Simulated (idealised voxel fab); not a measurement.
This section sets out a process module, namely voxel double patterning.
Each square cell in cross-section cut measures 5 nm, and the section as a whole is 175 nm wide.
We lay out every cross-section as a grid of square cells and spell it out in bands from the top down, where one band means one or more rows of cells. Heads up on the band format: heights come first, top then bottom, in nm. After that it's the materials left to right, each with its width in nm. A single material flagged "edge to edge" fills the whole band edge to edge, and "blank" means there's empty space there. All heights in this document are referenced to 0, defined as the level beneath which the wafer, as received, consists entirely of one material. The lowest band is not bounded below; it extends indefinitely downward and is written in the form "0..down". The two numbers in a width such as "30->40" mark its ends across the band: the first belongs to the top row of cells, the second to the bottom row, and from each row to the next the width moves by the same amount. For the purposes of this document, the phrase "nothing got changed" attached to a step denotes that no cell within the cross-section was modified by that step. You'll see "Enclosed internal cavities" listing empty spaces that have no way open to the top, as long as they're 8 cells or more; the notation is width x height at distance, where the distance is from the left edge, and all of it is in nm. If you see something after the settings on a step's line, that's the simulator's own remark about that step. overlay nm: on a step with a mask, how far right of its planned place the mask lay; negative means left.
### The following list gives the planned process steps
1: RECEIVE: material Si
2: CONFORMAL_DEP: material SiN, thk nm 10
3: DIRECTIONAL_DEP: material SiO2, thk nm 15
4: DIRECTIONAL_DEP: material SiCN, thk nm 5
5: MASKED_ETCH: tone open, mask id FIRST, width nm 15, pitch nm 50, etch materials SiCN, depth nm 5, overlay nm 0
6: DIRECTIONAL_DEP: material aC, thk nm 15
7: PATTERN: tone open, mask id SECOND, material resist, width nm 15, thk nm 35, overlay nm 0
8: DIRECTIONAL_ETCH: etch materials aC, depth nm 15
9: STRIP: etch materials resist
10: DIRECTIONAL_ETCH: etch materials SiCN, depth nm 5
11: STRIP: etch materials aC
12: DIRECTIONAL_ETCH: etch materials SiO2, depth nm 15
13: STRIP: etch materials SiCN
### first wafer, as planned
### Wafer cross-section on receipt, i.e. after step 1
    0..down | Si edge to edge
    Enclosed internal cavities: none
### Cross-sectional representation of the wafer at the conclusion of step 2
    10..0 | SiN edge to edge
    Beneath the level 0, the cross-section is identical to its previous state.
### Cross-sectional representation of the wafer at the conclusion of step 3
    25..10 | SiO2 edge to edge
    Beneath the level 10, the cross-section is identical to its previous state.
### Cross-sectional representation of the wafer at the conclusion of step 4
    30..25 | SiCN edge to edge
    Beneath the level 25, the cross-section is identical to its previous state.
### Cross-sectional representation of the wafer at the conclusion of step 5
    30..25 | 55 SiCN; 15 blank; 35 SiCN; 15 blank; 55 SiCN
    Beneath the level 25, the cross-section is identical to its previous state.
### Cross-sectional representation of the wafer at the conclusion of step 6
    45..40 | 55 aC; 15 blank; 35 aC; 15 blank; 55 aC
    40..30 | aC edge to edge
    30..25 | 55 SiCN; 15 aC; 35 SiCN; 15 aC; 55 SiCN
    Beneath the level 25, the cross-section is identical to its previous state.
### Cross-sectional representation of the wafer at the conclusion of step 7
    80..45 | 80 resist; 15 blank; 80 resist
    45..40 | 55 aC; 15 resist; 35 aC; 15 resist; 55 aC
    Beneath the level 40, the cross-section is identical to its previous state.
### Cross-sectional representation of the wafer at the conclusion of step 8
    65..45 | 80 resist; 15 blank; 80 resist
    45..40 | 55 aC; 15 resist; 10 aC; 15 blank; 10 aC; 15 resist; 55 aC
    40..30 | 80 aC; 15 blank; 80 aC
    Beneath the level 30, the cross-section is identical to its previous state.
### Cross-sectional representation of the wafer at the conclusion of step 9
    45..40 | 55 aC; 15 blank; 10 aC; 15 blank; 10 aC; 15 blank; 55 aC
    Beneath the level 40, the cross-section is identical to its previous state.
### Cross-sectional representation of the wafer at the conclusion of step 10
    45..40 | 55 aC; 15 blank; 10 aC; 15 blank; 10 aC; 15 blank; 55 aC
    40..30 | 80 aC; 15 blank; 80 aC
    30..25 | 55 SiCN; 15 aC; 10 SiCN; 15 blank; 10 SiCN; 15 aC; 55 SiCN
    Beneath the level 25, the cross-section is identical to its previous state.
### Cross-sectional representation of the wafer at the conclusion of step 11
    30..25 | 55 SiCN; 15 blank; 10 SiCN; 15 blank; 10 SiCN; 15 blank; 55 SiCN
    Beneath the level 25, the cross-section is identical to its previous state.
### Cross-sectional representation of the wafer at the conclusion of step 12
    30..25 | 55 SiCN; 15 blank; 10 SiCN; 15 blank; 10 SiCN; 15 blank; 55 SiCN
    25..10 | 55 SiO2; 15 blank; 10 SiO2; 15 blank; 10 SiO2; 15 blank; 55 SiO2
    Beneath the level 10, the cross-section is identical to its previous state.
### Cross-sectional representation of the wafer at the conclusion of step 13
    25..10 | 55 SiO2; 15 blank; 10 SiO2; 15 blank; 10 SiO2; 15 blank; 55 SiO2
    Beneath the level 10, the cross-section is identical to its previous state.
### The remaining wafer, second of the two, started like the first and was run to the same plan, except that one mistake was made along the way; the two coincide through step 1, inclusive
### Cross-section, second wafer, at the end time the plan gives for step 2
    15..0 | SiO2 edge to edge
    Beneath the level 0, the cross-section is identical to its previous state.
### Cross-section, second wafer, at the end time the plan gives for step 3
    25..15 | SiN edge to edge
    Beneath the level 15, the cross-section is identical to its previous state.
### Cross-section, second wafer, at the end time the plan gives for step 4
    30..25 | SiCN edge to edge
    Beneath the level 25, the cross-section is identical to its previous state.
### Cross-section, second wafer, at the end time the plan gives for step 5
    30..25 | 55 SiCN; 15 blank; 35 SiCN; 15 blank; 55 SiCN
    Beneath the level 25, the cross-section is identical to its previous state.
### Cross-section, second wafer, at the end time the plan gives for step 6
    45..40 | 55 aC; 15 blank; 35 aC; 15 blank; 55 aC
    40..30 | aC edge to edge
    30..25 | 55 SiCN; 15 aC; 35 SiCN; 15 aC; 55 SiCN
    Beneath the level 25, the cross-section is identical to its previous state.
### Cross-section, second wafer, at the end time the plan gives for step 7
    80..45 | 80 resist; 15 blank; 80 resist
    45..40 | 55 aC; 15 resist; 35 aC; 15 resist; 55 aC
    Beneath the level 40, the cross-section is identical to its previous state.
### Cross-section, second wafer, at the end time the plan gives for step 8
    65..45 | 80 resist; 15 blank; 80 resist
    45..40 | 55 aC; 15 resist; 10 aC; 15 blank; 10 aC; 15 resist; 55 aC
    40..30 | 80 aC; 15 blank; 80 aC
    Beneath the level 30, the cross-section is identical to its previous state.
### Cross-section, second wafer, at the end time the plan gives for step 9
    45..40 | 55 aC; 15 blank; 10 aC; 15 blank; 10 aC; 15 blank; 55 aC
    Beneath the level 40, the cross-section is identical to its previous state.
### Cross-section, second wafer, at the end time the plan gives for step 10
    45..40 | 55 aC; 15 blank; 10 aC; 15 blank; 10 aC; 15 blank; 55 aC
    40..30 | 80 aC; 15 blank; 80 aC
    30..25 | 55 SiCN; 15 aC; 10 SiCN; 15 blank; 10 SiCN; 15 aC; 55 SiCN
    Beneath the level 25, the cross-section is identical to its previous state.
### Cross-section, second wafer, at the end time the plan gives for step 11
    30..25 | 55 SiCN; 15 blank; 10 SiCN; 15 blank; 10 SiCN; 15 blank; 55 SiCN
    Beneath the level 25, the cross-section is identical to its previous state.
Cross-section, second wafer, at the end time the plan gives for step 12: nothing got changed
### Cross-section, second wafer, at the end time the plan gives for step 13
    25..15 | SiN edge to edge
    Beneath the level 15, the cross-section is identical to its previous state.
What was the processing mistake? step 3 occupied the plan position of step 2, and the converse holds as well
FYI, end of process, the second wafer has more or fewer cells of some materials than the first: SiO2: 27 more
